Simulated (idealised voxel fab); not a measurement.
The document below concerns the process module designated voxel ribs on slabs.
The figure presents cross-section cut, which has a width of 190 nm and is divided into square cells with an edge length of 5 nm.
If you're reading a cross-section in this doc, picture square cells in a grid; it comes to you as bands, top ones listed first down to the bottom, and a band can be one or more rows of cells.
Band: top height; bottom height; in nm. Then, left to right: material with width in nm, for each material. "edge to edge": a single material spanning edge to edge. "air": empty space.
Basically, 0 is our baseline, since under it the wafer straight out of the box is all one material. The bottom band has no lower end and keeps on going down, so it looks like "0 down".
You'd read "30..40" like this: the band's top row of cells is as wide as the first number, its bottom row is as wide as the second, and going down, every row changes width by the same amount as the row before did.
It should be understood that the words "identical to before", when stated for a given step, signify that the cross-section underwent no change in any of its cells during that step.
For the entry "Unvented internal voids", the listed items are empty spaces with no open way to the top whose size is 8 cells or more; each item follows the pattern width x height at distance, where distance is from the left edge and all three are in nm.
If you see something after the settings on a step's line, that's the simulator's own remark about that step.
overlay nm: right-of-plan distance of the mask on a masked step; negative values mean left-of-plan.

[Here's what the planned process steps look like]
1. RECEIVE: material Si
2. DIRECTIONAL_DEP: material SiO2, thk nm 20
3. DIRECTIONAL_DEP: material SiN, thk nm 20
4. DIRECTIONAL_DEP: material aC, thk nm 10
5. PATTERN: tone cover, mask id RIB, material resist, width nm 15, thk nm 25, overlay nm 0
6. DIRECTIONAL_ETCH: etch materials aC, depth nm 10
7. STRIP: etch materials resist
8. DIRECTIONAL_ETCH: etch materials SiN, depth nm 15
9. STRIP: etch materials aC
10. PATTERN: tone cover, mask id SLAB, material resist, width nm 55, thk nm 20, overlay nm 0
11. DIRECTIONAL_ETCH: etch materials SiN, depth nm 5
12. STRIP: etch materials resist
13. FILL_DEP: material SiO2, thk nm 20
14. CMP: height nm 50
15. DIRECTIONAL_DEP: material W, thk nm 10
16. PATTERN: tone cover, mask id HEATER, material resist, width nm 25, thk nm 15, overlay nm 0
17. DIRECTIONAL_ETCH: etch materials W, depth nm 10
18. STRIP: etch materials resist
19. CONFORMAL_DEP: material SiN, thk nm 5
For this document, wafers share an identical start and vary in the step 10 width nm; the plan quotes the first wafer's value.

[Here's the first of the wafers in cross-section, just as we got it, i.e. after step 1]
> 0 down: Si edge to edge
> Unvented internal voids: none

[Table: wafers, a row each; end-of-module cell change per material since receipt, gain (+), loss (-); then closed voids]
width nm 55, +62 SiN, +360 SiO2, +10 W, Unvented internal voids: none
width nm 60, +63 SiN, +359 SiO2, +10 W, Unvented internal voids: none
width nm 65, +64 SiN, +358 SiO2, +10 W, Unvented internal voids: none
width nm 70, +65 SiN, +357 SiO2, +10 W, Unvented internal voids: none
width nm 75, +66 SiN, +356 SiO2, +10 W, Unvented internal voids: none
width nm 80, +67 SiN, +355 SiO2, +10 W, Unvented internal voids: none
